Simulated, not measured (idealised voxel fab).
process module | voxel self aligned vias
cross-section cut | 295 nm wide | cells 5 nm
A cross-section is a grid of square cells, given in bands from the top down. A band is one or more rows of cells.
Each band's line starts with the height of the band's top and of its bottom, in nm. Then come its materials from left to right, each with its width in nm. One material with "throughout" fills the band from edge to edge. "air" is empty space.
Height 0 is the level under which the wafer as received is all one material. The lowest band goes on downwards, as in "0 down".
A width such as "30 to 40" changes by the same amount from each row of cells to the next, from the band's top row to its bottom row.
"no change" after a step means that no cell of the cross-section changed.
closed voids: empty space of 8 cells or more with no open way to the top, each as width x height at its distance from the left edge, in nm
after a step's settings: what the simulator itself notes on the step
overlay nm, on a step with a mask: how far to the right of its planned place the mask lay; to the left if negative
plan
1 op RECEIVE | material Si
2 op CONFORMAL_DEP | material SiO2 | thk nm 15
3 op CONFORMAL_DEP | material SiCN | thk nm 5
4 op DIRECTIONAL_DEP | material SiO2 | thk nm 20
5 op PATTERN | tone open | mask id LINES | material resist | width nm 30 | pitch nm 65 | thk nm 20 | overlay nm 0
6 op DIRECTIONAL_ETCH | etch materials SiO2 | depth nm 20
7 op STRIP | etch materials resist
8 op CONFORMAL_DEP | material TiN | thk nm 5
9 op FILL_DEP | material Ru | thk nm 10
10 op CMP | height nm 40
11 op SELECTIVE_ETCH | etch materials W Ru TiN | depth nm 10
12 op FILL_DEP | material SiN | thk nm 10
13 op CMP | height nm 40
14 op DIRECTIONAL_DEP | material SiO2 | thk nm 15
15 op MASKED_ETCH | tone open | mask id VIAS | width nm 40 | etch materials SiO2 | depth nm 15 | overlay nm 0
16 op MASKED_ETCH | tone open | mask id VIAS | width nm 50 | etch materials SiN | depth nm 10 | overlay nm 0
17 op CONFORMAL_DEP | material TiN | thk nm 5
18 op FILL_DEP | material Ru | thk nm 5
19 op CMP | height nm 55
20 op CONFORMAL_DEP | material SiCN | thk nm 5
varied across the wafers: width nm of step 15. The plan shows the first wafer's value. All wafers start alike
first wafer as received, after step 1
  0 down: Si throughout
  closed voids: none
each wafer at the end: cells of each material gained (+) or lost (-) since it was received, then its closed voids
width nm 40 | +28 Ru | +118 SiCN | +12 SiN | +518 SiO2 | +32 TiN | closed voids: none
width nm 45 | +30 Ru | +118 SiCN | +12 SiN | +515 SiO2 | +33 TiN | closed voids: none
width nm 50 | +32 Ru | +118 SiCN | +12 SiN | +512 SiO2 | +34 TiN | closed voids: none
width nm 55 | +34 Ru | +118 SiCN | +12 SiN | +509 SiO2 | +35 TiN | closed voids: none
width nm 60 | +36 Ru | +118 SiCN | +12 SiN | +506 SiO2 | +36 TiN | closed voids: none
width nm 65 | +38 Ru | +118 SiCN | +12 SiN | +503 SiO2 | +37 TiN | closed voids: none
